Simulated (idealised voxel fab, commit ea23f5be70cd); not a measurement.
process module | voxel ribs on slabs
The cross-section shown here is cut; it is 285 nm wide and divided into square cells measuring 5 nm on a side.
Reading order for cross-sections: top band down to bottom band. Underlying form: a grid of square cells. Band size: one or more rows of cells.
The entry gives the band's vertical extent as a top height and a bottom height in nm, then its horizontal make-up as materials from left to right, each with a width in nm. "empty" stands for empty space; a single material marked "everywhere" fills the band edge to edge.
Height is counted from the level 0, under which the received wafer is composed throughout of one material. The lowest of the bands is not closed at the bottom but continues downward, in the notation "0 and below".
So if you see something like "30..40" for the width, read it as the top row of the band sitting at the first number and the bottom row at the second, with every row in between moving by the same amount as the last.
It should be understood that the words "remains unaltered", when stated for a given step, signify that the cross-section underwent no change in any of its cells during that step.
So "Fully sealed voids" is basically the list of trapped voids: any empty space of 8 cells or more that can't reach the top through an opening. They're written width x height at distance, the distance being from the left edge, and it's all nm.
Past the settings on a step's line: simulator remark, on that step.
overlay nm: step with mask; distance mask lay right of planned place; negative value = left of planned place.

Process steps - plan
1. op RECEIVE | material Si
2. op DIRECTIONAL_DEP | material SiO2 | thk nm 30
3. op DIRECTIONAL_DEP | material SiN | thk nm 20
4. op DIRECTIONAL_DEP | material aC | thk nm 15
5. op PATTERN | tone cover | mask id RIB | material resist | width nm 30 | thk nm 30 | overlay nm 0
6. op DIRECTIONAL_ETCH | etch materials aC | depth nm 15
7. op STRIP | etch materials resist
8. op DIRECTIONAL_ETCH | etch materials SiN | depth nm 5
9. op STRIP | etch materials aC
10. op DIRECTIONAL_DEP | material aC | thk nm 15
11. op PATTERN | tone cover | mask id SLAB | material resist | width nm 60 | thk nm 35 | overlay nm 0
12. op DIRECTIONAL_ETCH | etch materials aC | depth nm 15
13. op STRIP | etch materials resist
14. op DIRECTIONAL_ETCH | etch materials SiN | depth nm 15
15. op STRIP | etch materials aC
16. op FILL_DEP | material SiO2 | thk nm 25
17. op CMP | height nm 65
18. op DIRECTIONAL_DEP | material W | thk nm 10
19. op PATTERN | tone cover | mask id HEATER | material resist | width nm 40 | thk nm 20 | overlay nm 0
20. op DIRECTIONAL_ETCH | etch materials W | depth nm 10
21. op STRIP | etch materials resist
22. op CONFORMAL_DEP | material SiN | thk nm 10

Cross-section of the wafer upon arrival, representing the state reached after step 1
  0 and below | Si everywhere
  Fully sealed voids: none

Cross-sectional image of the first of two wafers at the end of the module, the run having proceeded as planned
  85 down to 75 | empty=110, then SiN=60, then empty=115
  75 down to 65 | SiN=120, then W=40, then SiN=125
  65 down to 50 | SiO2 everywhere
  50 down to 45 | SiO2=125, then SiN=30, then SiO2=130
  45 down to 30 | SiO2=110, then SiN=60, then SiO2=115
  30 down to 0 | SiO2 everywhere
  0 and below | Si everywhere
  Fully sealed voids: none

Wafer two cross-section, module end. Start and plan unchanged from wafer one; one mistake made during the run
  85 down to 75 | empty=105, then SiN=70, then empty=110
  75 down to 65 | SiN=115, then W=50, then SiN=120
  65 down to 50 | SiO2 everywhere
  50 down to 45 | SiO2=125, then SiN=30, then SiO2=130
  45 down to 30 | SiO2=110, then SiN=60, then SiO2=115
  30 down to 0 | SiO2 everywhere
  0 and below | Si everywhere
  Fully sealed voids: none
It is concluded that the wafer was processed incorrectly with respect to the plan, in that not per plan at step 19, really ran op PATTERN | tone cover | mask id HEATER | material resist | width nm 50 | thk nm 20 | overlay nm 0
Wrapping up, a cell-based count of both wafers puts the second over or under the first for these materials: W +4
